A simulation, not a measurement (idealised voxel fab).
Herein follows the process module entitled voxel self aligned vias.
The cross-section shown here is cut; it is 145 nm wide and divided into square cells measuring 5 nm on a side.
Cross-section layout: square cells on a grid; listed as bands, top to bottom; a band spans one or more cell rows.
Basically the band line says how high the top is and how high the bottom is, in nm, and then what's in it from left to right, every material with its width in nm. Empty space shows up as "empty", and if a single material carries "everywhere" it runs the full band edge to edge.
Height is counted from the level 0, under which the received wafer is composed throughout of one material. The lowest of the bands is not closed at the bottom but continues downward, in the notation "top 0, no bottom".
With a width like "30..40", each row of cells in the band differs from the next by the same amount, the top row carrying the first number and the bottom row the second.
No cell of the cross-section changed in a step that is given as "same as before".
The entry titled "Closed voids list" provides the empty spaces that have no open way to the top, restricted to those of 8 cells or more. Each is presented as width x height at distance, the distance being measured from the left edge, with all three in nm.
Formally, on a step line, whatever follows the settings is a remark that the simulator itself makes on the step.
For masked steps, "overlay nm" on the step line gives how far right of plan the mask actually lay; a minus sign means it lay to the left.

Process steps foreseen in the plan:
1) RECEIVE (material Si)
2) CONFORMAL_DEP (material SiO2; thk nm 15)
3) CONFORMAL_DEP (material SiCN; thk nm 5)
4) DIRECTIONAL_DEP (material SiO2; thk nm 20)
5) PATTERN (tone open; mask id LINES; material resist; width nm 20; pitch nm 50; thk nm 20; overlay nm 0)
6) DIRECTIONAL_ETCH (etch materials SiO2; depth nm 20)
7) STRIP (etch materials resist)
8) CONFORMAL_DEP (material TiN; thk nm 5)
9) FILL_DEP (material Ru; thk nm 10)
10) CMP (height nm 40)
11) SELECTIVE_ETCH (etch materials W Ru TiN; depth nm 5)
12) FILL_DEP (material SiN; thk nm 5)
13) CMP (height nm 40)
14) DIRECTIONAL_DEP (material SiO2; thk nm 15)
15) PATTERN (tone open; mask id VIAS; material resist; width nm 30; pitch nm 50; thk nm 20; overlay nm 0)
16) DIRECTIONAL_ETCH (etch materials SiO2; depth nm 15)
17) DIRECTIONAL_ETCH (etch materials SiN; depth nm 5)
18) STRIP (etch materials resist)
19) CONFORMAL_DEP (material TiN; thk nm 5)
20) FILL_DEP (material W; thk nm 10)
21) CMP (height nm 55)
22) CONFORMAL_DEP (material SiCN; thk nm 5)

Step 1 complete: cross-section of the wafer as received:
* top 0, no bottom = Si everywhere
* Closed voids list: none

What the wafer looks like in cross-section after this module, when it starts as shown above and follows the plan above but one mistake is made in running it:
* top 60, bottom 55 = SiCN everywhere
* top 55, bottom 45 = SiO2: 20, TiN: 5, W: 20, TiN: 5, SiO2: 20, TiN: 5, W: 20, TiN: 5, SiO2: 45
* top 45, bottom 40 = SiO2: 20, TiN: 20, W: 5, TiN: 5, SiO2: 20, TiN: 20, W: 5, TiN: 5, SiO2: 45
* top 40, bottom 35 = SiO2: 35, TiN: 15, SiN: 5, SiO2: 30, TiN: 15, SiN: 5, SiO2: 40
* top 35, bottom 25 = SiO2: 35, TiN: 5, Ru: 10, TiN: 5, SiO2: 30, TiN: 5, Ru: 10, TiN: 5, SiO2: 40
* top 25, bottom 20 = SiO2: 35, TiN: 20, SiO2: 30, TiN: 20, SiO2: 40
* top 20, bottom 15 = SiCN everywhere
* top 15, bottom 0 = SiO2 everywhere
* top 0, no bottom = Si everywhere
* Closed voids list: none
Want to know what went wrong? not per plan at step 15, really ran PATTERN (tone open; mask id VIAS; material resist; width nm 30; pitch nm 50; thk nm 20; overlay nm -10)
